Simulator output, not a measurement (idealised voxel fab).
Module name: voxel wiring stack (process module)
We display cut, a cross-section 275 nm in width whose square cells are each 5 nm.
In this document a cross-section is written as a grid of square cells. It is given as a series of bands, listed from the top down, and a band is one or more rows of cells.
A band entry consists of two parts. The first gives the height of the band's top and the height of its bottom, in nm. The rest lists the band's materials from left to right, each with its width in nm. A single material labelled with the word "all across" fills the band from edge to edge, and the word "blank" marks empty space.
The level at which height equals 0 is the one under which the wafer, as it arrives, is entirely one material. No lower edge exists for the bottom band, which continues downward and is notated as in "0 -> down".
Quick explanation for "30..40": the width changes in equal steps down the rows of cells, from the first number in the band's top row to the second number in its bottom row.
Any step labelled "no alteration" changed none of the cells in the cross-section.
Empty spaces counting at least 8 cells and having no open way to the top are listed in "Cavities, sealed". The notation width x height at distance is used for each, the distance being from the left edge and all three values in nm.
Post-settings text on a step line: simulator's own remark regarding the step.
Regarding "overlay nm": on a step with a mask, it is the distance the mask lay to the right of its planned place; a negative value places it to the left.
-- Process steps - plan
1: RECEIVE | material Si
2: CONFORMAL_DEP | material SiO2 | thk nm 15
3: DIRECTIONAL_DEP | material TiN | thk nm 5
4: DIRECTIONAL_DEP | material Ru | thk nm 20
5: PATTERN | tone cover | mask id METAL_1 | material resist | width nm 30 | pitch nm 50 | thk nm 20 | overlay nm 0
6: DIRECTIONAL_ETCH | etch materials Ru | depth nm 20
7: DIRECTIONAL_ETCH | etch materials TiN | depth nm 5
8: STRIP | etch materials resist
9: CONFORMAL_DEP | material SiN | thk nm 5
10: FILL_DEP | material SiO2 | thk nm 5
11: CMP | height nm 40
12: CONFORMAL_DEP | material SiCN | thk nm 5
13: DIRECTIONAL_DEP | material SiO2 | thk nm 15
14: MASKED_ETCH | tone open | mask id PLUG_1 | width nm 15 | etch materials SiO2 | depth nm 15 | overlay nm 0
15: MASKED_ETCH | tone open | mask id PLUG_1 | width nm 15 | etch materials SiCN | depth nm 5 | overlay nm 0
16: EPI | material Ru | thk nm 10
17: EPI | material Ru | thk nm 10
18: DIRECTIONAL_DEP | material TiN | thk nm 5
19: DIRECTIONAL_DEP | material Ru | thk nm 25
20: MASKED_ETCH | tone cover | mask id METAL_2 | width nm 30 | pitch nm 50 | etch materials Ru | depth nm 25 | overlay nm 0
21: MASKED_ETCH | tone cover | mask id METAL_2 | width nm 30 | pitch nm 50 | etch materials TiN | depth nm 5 | overlay nm 0
22: FILL_DEP | material lowk | thk nm 5
23: CMP | height nm 90
24: CONFORMAL_DEP | material SiCN | thk nm 5
25: DIRECTIONAL_DEP | material SiO2 | thk nm 20
26: MASKED_ETCH | tone open | mask id PLUG_2 | width nm 15 | etch materials SiO2 | depth nm 20 | overlay nm 0
27: MASKED_ETCH | tone open | mask id PLUG_2 | width nm 15 | etch materials SiCN | depth nm 5 | overlay nm 0
28: EPI | material Ru | thk nm 10
29: EPI | material Ru | thk nm 10
30: EPI | material Ru | thk nm 5
31: DIRECTIONAL_DEP | material TiN | thk nm 5
32: DIRECTIONAL_DEP | material W | thk nm 20
33: DIRECTIONAL_DEP | material aC | thk nm 10
34: PATTERN | tone cover | mask id METAL_3 | material resist | width nm 30 | pitch nm 50 | thk nm 30 | overlay nm 0
35: DIRECTIONAL_ETCH | etch materials aC | depth nm 10
36: STRIP | etch materials resist
37: DIRECTIONAL_ETCH | etch materials W | depth nm 20
38: DIRECTIONAL_ETCH | etch materials TiN | depth nm 5
39: STRIP | etch materials aC
40: FILL_DEP | material lowk | thk nm 5
41: CMP | height nm 140
42: CONFORMAL_DEP | material SiCN | thk nm 5
-- Incoming wafer, cross-sectional view, post step 1
0 -> down  Si all across
Cavities, sealed: none
-- Final wafer profile in cross-section after the module, from the same start and plan as above, with one mistake made during processing
145 -> 140  SiCN all across
140 -> 120  95 nm lowk; 15 nm W; 165 nm lowk
120 -> 115  95 nm lowk; 15 nm TiN; 15 nm W; 20 nm lowk; 30 nm W; 100 nm lowk
115 -> 100  95 nm lowk; 15 nm SiO2; 15 nm W; 20 nm lowk; 30 nm W; 100 nm lowk
100 -> 95  95 nm lowk; 15 nm SiO2; 15 nm TiN; 20 nm lowk; 30 nm TiN; 100 nm lowk
95 -> 90  SiCN all across
90 -> 65  95 nm lowk; 30 nm Ru; 20 nm lowk; 30 nm Ru; 100 nm lowk
65 -> 60  95 nm lowk; 30 nm TiN; 20 nm lowk; 30 nm TiN; 100 nm lowk
60 -> 45  95 nm SiO2; 15 nm Ru; 165 nm SiO2
45 -> 40  95 nm SiCN; 15 nm Ru; 165 nm SiCN
40 -> 20  90 nm SiO2; 5 nm SiN; 30 nm Ru; 5 nm SiN; 10 nm SiO2; 5 nm SiN; 30 nm Ru; 5 nm SiN; 95 nm SiO2
20 -> 15  95 nm SiN; 30 nm TiN; 20 nm SiN; 30 nm TiN; 100 nm SiN
15 -> 0  SiO2 all across
0 -> down  Si all across
Cavities, sealed: none
It is concluded that the wafer was processed incorrectly with respect to the plan, in that in deviation from the planned setting, step 26 was conducted as MASKED_ETCH | tone cover | mask id PLUG_2 | width nm 15 | etch materials SiO2 | depth nm 20 | overlay nm 0
